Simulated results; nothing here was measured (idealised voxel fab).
Process module name: voxel gate over fins
In the cross-section labelled cut, the width is 275 nm and each square cell is 5 nm.
In this document a cross-section is written as a grid of square cells. It is given as a series of bands, listed from the top down, and a band is one or more rows of cells.
For a band, the entry starts with two heights in nm, that of the top and then that of the bottom, and carries on with the band's materials in order from left to right, each alongside its width in nm; the word "throughout" beside a single material means it fills the band edge to edge, and "empty" means empty space.
It should be noted that heights are counted from 0, beneath which the wafer as supplied is of one material throughout, and that the lowest band possesses no lower boundary but continues downward, as written in "0 -> down".
You'd read "30->40" like this: the band's top row of cells is as wide as the first number, its bottom row is as wide as the second, and going down, every row changes width by the same amount as the row before did.
Given "stayed the same" for a step, no cell of the cross-section differs between before and after that step.
This entry, "Non-vented voids", enumerates those empty regions of no fewer than 8 cells that possess no open connection to the top. Each region is reported in the form width x height at distance, the distance being taken from the left edge, with all three quantities expressed in nm.
On a step's line, text after the settings is the simulator commenting on that step.
overlay nm: right-of-plan distance of the mask on a masked step; negative values mean left-of-plan.
[Steps planned for the process]
1. RECEIVE [material Si]
2. CONFORMAL_DEP [material SiN] [thk nm 10]
3. PATTERN [tone cover] [mask id FINS] [material resist] [width nm 15] [pitch nm 50] [thk nm 15] [overlay nm 0]
4. DIRECTIONAL_ETCH [etch materials SiN] [depth nm 10]
5. DIRECTIONAL_ETCH [etch materials Si] [depth nm 40]
6. STRIP [etch materials resist]
7. OXIDIZE [depth nm 5]
8. FILL_DEP [material SiO2] [thk nm 5]
9. CMP [height nm 10]
10. DIRECTIONAL_DEP [material aC] [thk nm 10]
11. PATTERN [tone open] [mask id RAIL] [material resist] [width nm 15] [thk nm 30] [overlay nm 0]
12. DIRECTIONAL_ETCH [etch materials aC] [depth nm 10]
13. STRIP [etch materials resist]
14. DIRECTIONAL_ETCH [etch materials SiO2] [depth nm 45]
15. STRIP [etch materials aC]
16. CONFORMAL_DEP [material TiN] [thk nm 5]
17. FILL_DEP [material Ru] [thk nm 5]
18. CMP [height nm 10]
19. SELECTIVE_ETCH [etch materials W Ru TiN] [depth nm 30]
20. FILL_DEP [material SiO2] [thk nm 5]
21. CMP [height nm 10]
22. SELECTIVE_ETCH [etch materials SiO2] [depth nm 20]
23. STRIP [etch materials SiN]
24. CONFORMAL_DEP [material HfO2] [thk nm 5]
25. CONFORMAL_DEP [material TiN] [thk nm 5]
26. CONFORMAL_DEP [material TiAl] [thk nm 5]
27. CONFORMAL_DEP [material TiN] [thk nm 5]
28. FILL_DEP [material W] [thk nm 15]
29. CMP [height nm 30]
30. CONFORMAL_DEP [material SiCN] [thk nm 5]
[Shown in cross-section is the wafer as received, that is, as it stands after step 1]
0 -> down = Si throughout
Non-vented voids: none
[End-of-module cross-section of the first of two wafers, processed as planned]
35 -> 30 = SiCN throughout
30 -> 20 = W throughout
20 -> 15 = W=40; TiN=45; W=5; TiN=45; W=5; TiN=45; W=5; TiN=45; W=40
15 -> 10 = W=40; TiN=5; TiAl=35; TiN=5; W=5; TiN=5; TiAl=35; TiN=5; W=5; TiN=5; TiAl=35; TiN=5; W=5; TiN=5; TiAl=35; TiN=5; W=40
10 -> 5 = TiN=45; TiAl=5; TiN=25; TiAl=5; TiN=15; TiAl=5; TiN=25; TiAl=5; TiN=15; TiAl=5; TiN=25; TiAl=5; TiN=15; TiAl=5; TiN=25; TiAl=5; TiN=45
5 -> 0 = TiAl=50; TiN=5; HfO2=15; TiN=5; TiAl=25; TiN=5; HfO2=15; TiN=5; TiAl=25; TiN=5; HfO2=15; TiN=5; TiAl=25; TiN=5; HfO2=15; TiN=5; TiAl=50
0 -> -5 = TiN=55; HfO2=5; Si=5; HfO2=5; TiN=35; HfO2=5; Si=5; HfO2=5; TiN=35; HfO2=5; Si=5; HfO2=5; TiN=35; HfO2=5; Si=5; HfO2=5; TiN=55
-5 -> -10 = HfO2=60; Si=5; HfO2=45; Si=5; HfO2=45; Si=5; HfO2=45; Si=5; HfO2=60
-10 -> -20 = SiO2=60; Si=5; SiO2=45; Si=5; SiO2=45; Si=5; SiO2=45; Si=5; SiO2=60
-20 -> -30 = SiO2=60; Si=5; SiO2=15; TiN=5; Ru=5; TiN=5; SiO2=15; Si=5; SiO2=45; Si=5; SiO2=45; Si=5; SiO2=60
-30 -> -35 = SiO2=60; Si=5; SiO2=15; TiN=15; SiO2=15; Si=5; SiO2=45; Si=5; SiO2=45; Si=5; SiO2=60
-35 -> -45 = SiO2=60; Si=5; SiO2=45; Si=5; SiO2=45; Si=5; SiO2=45; Si=5; SiO2=60
-45 -> down = Si throughout
Non-vented voids: none
[Now the second wafer, cross-sectioned at the end of the module. Nothing different at the start, nothing different in the plan compared with the first, just one mistake when it was actually run]
35 -> 30 = SiCN throughout
30 -> 20 = W throughout
20 -> 15 = W=40; TiN=45; W=5; TiN=45; W=5; TiN=45; W=5; TiN=45; W=40
15 -> 10 = W=40; TiN=5; TiAl=35; TiN=5; W=5; TiN=5; TiAl=35; TiN=5; W=5; TiN=5; TiAl=35; TiN=5; W=5; TiN=5; TiAl=35; TiN=5; W=40
10 -> 5 = TiN=45; TiAl=5; TiN=25; TiAl=5; TiN=15; TiAl=5; TiN=25; TiAl=5; TiN=15; TiAl=5; TiN=25; TiAl=5; TiN=15; TiAl=5; TiN=25; TiAl=5; TiN=45
5 -> 0 = TiAl=50; TiN=5; HfO2=15; TiN=5; TiAl=25; TiN=5; HfO2=15; TiN=5; TiAl=25; TiN=5; HfO2=15; TiN=5; TiAl=25; TiN=5; HfO2=15; TiN=5; TiAl=50
0 -> -5 = TiN=55; HfO2=5; Si=5; HfO2=5; TiN=35; HfO2=5; Si=5; HfO2=5; TiN=35; HfO2=5; Si=5; HfO2=5; TiN=35; HfO2=5; Si=5; HfO2=5; TiN=55
-5 -> -10 = HfO2=60; Si=5; HfO2=45; Si=5; HfO2=45; Si=5; HfO2=45; Si=5; HfO2=60
-10 -> -20 = SiO2=60; Si=5; SiO2=45; Si=5; SiO2=45; Si=5; SiO2=45; Si=5; SiO2=60
-20 -> -30 = SiO2=60; Si=5; SiO2=10; TiN=5; Ru=5; TiN=5; SiO2=20; Si=5; SiO2=45; Si=5; SiO2=45; Si=5; SiO2=60
-30 -> -35 = SiO2=60; Si=5; SiO2=10; TiN=15; SiO2=20; Si=5; SiO2=45; Si=5; SiO2=45; Si=5; SiO2=60
-35 -> -45 = SiO2=60; Si=5; SiO2=45; Si=5; SiO2=45; Si=5; SiO2=45; Si=5; SiO2=60
-45 -> down = Si throughout
Non-vented voids: none
Diagnosis: step 11 was run on a setting that differed from the plan, and what really ran there is PATTERN [tone open] [mask id RAIL] [material resist] [width nm 15] [thk nm 30] [overlay nm -5]
So at the finish, the second wafer's got exactly as many cells of each material as the first, just not in the same spots.
